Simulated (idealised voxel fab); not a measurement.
process module | voxel wiring stack
cross-section cut | 205 nm wide | cells 5 nm
A cross-section is a grid of square cells, given in bands from the top down. A band is one or more rows of cells.
Each band's line starts with the height of the band's top and of its bottom, in nm. Then come its materials from left to right, each with its width in nm. One material with "throughout" fills the band from edge to edge. "air" is empty space.
Height 0 is the level under which the wafer as received is all one material. The lowest band goes on downwards, as in "0 down".
A width such as "30 to 40" changes by the same amount from each row of cells to the next, from the band's top row to its bottom row.
"no change" after a step means that no cell of the cross-section changed.
closed voids: empty space of 8 cells or more with no open way to the top, each as width x height at its distance from the left edge, in nm
after a step's settings: what the simulator itself notes on the step
overlay nm, on a step with a mask: how far to the right of its planned place the mask lay; to the left if negative
plan
1 op RECEIVE | material Si
2 op CONFORMAL_DEP | material SiO2 | thk nm 10
3 op DIRECTIONAL_DEP | material TiN | thk nm 5
4 op DIRECTIONAL_DEP | material Ru | thk nm 25
5 op PATTERN | tone cover | mask id METAL_1 | material resist | width nm 30 | pitch nm 50 | thk nm 20 | overlay nm 0
6 op DIRECTIONAL_ETCH | etch materials Ru | depth nm 25
7 op DIRECTIONAL_ETCH | etch materials TiN | depth nm 5
8 op STRIP | etch materials resist
9 op FILL_DEP | material SiO2 | thk nm 10
10 op CMP | height nm 40
11 op CONFORMAL_DEP | material SiCN | thk nm 5
12 op DIRECTIONAL_DEP | material SiO2 | thk nm 15
13 op MASKED_ETCH | tone open | mask id PLUG_1 | width nm 15 | pitch nm 50 | etch materials SiO2 | depth nm 15 | overlay nm 0
14 op MASKED_ETCH | tone open | mask id PLUG_1 | width nm 15 | pitch nm 50 | etch materials SiCN | depth nm 5 | overlay nm 0
15 op CONFORMAL_DEP | material TiN | thk nm 5
16 op FILL_DEP | material Cu | thk nm 5
17 op CMP | height nm 60
18 op CONFORMAL_DEP | material SiN | thk nm 5
19 op DIRECTIONAL_DEP | material SiO2 | thk nm 25
20 op DIRECTIONAL_DEP | material aC | thk nm 10
21 op PATTERN | tone open | mask id METAL_2 | material resist | width nm 30 | pitch nm 50 | thk nm 25 | overlay nm -15
22 op DIRECTIONAL_ETCH | etch materials aC | depth nm 10
23 op STRIP | etch materials resist
24 op DIRECTIONAL_ETCH | etch materials SiO2 | depth nm 25
25 op DIRECTIONAL_ETCH | etch materials SiN | depth nm 5
26 op STRIP | etch materials aC
27 op CONFORMAL_DEP | material TiN | thk nm 5
28 op FILL_DEP | material Cu | thk nm 5
29 op CMP | height nm 90
30 op CONFORMAL_DEP | material SiCN | thk nm 5
varied across the wafers: overlay nm of step 21. The plan shows the first wafer's value. All wafers start alike
first wafer as received, after step 1
  0 down: Si throughout
  closed voids: none
each wafer at the end: cells of each material gained (+) or lost (-) since it was received, then its closed voids
overlay nm -15 | +69 Cu | +90 Ru | +73 SiCN | +23 SiN | +431 SiO2 | +93 TiN | closed voids: none
overlay nm -10 | +69 Cu | +90 Ru | +73 SiCN | +23 SiN | +431 SiO2 | +93 TiN | closed voids: none
overlay nm -5 | +69 Cu | +90 Ru | +73 SiCN | +23 SiN | +431 SiO2 | +93 TiN | closed voids: none
overlay nm 0 | +69 Cu | +90 Ru | +73 SiCN | +23 SiN | +431 SiO2 | +93 TiN | closed voids: none
overlay nm 5 | +69 Cu | +90 Ru | +73 SiCN | +23 SiN | +431 SiO2 | +93 TiN | closed voids: none
overlay nm 10 | +69 Cu | +90 Ru | +73 SiCN | +23 SiN | +431 SiO2 | +93 TiN | closed voids: none
overlay nm 15 | +69 Cu | +90 Ru | +73 SiCN | +23 SiN | +431 SiO2 | +93 TiN | closed voids: none
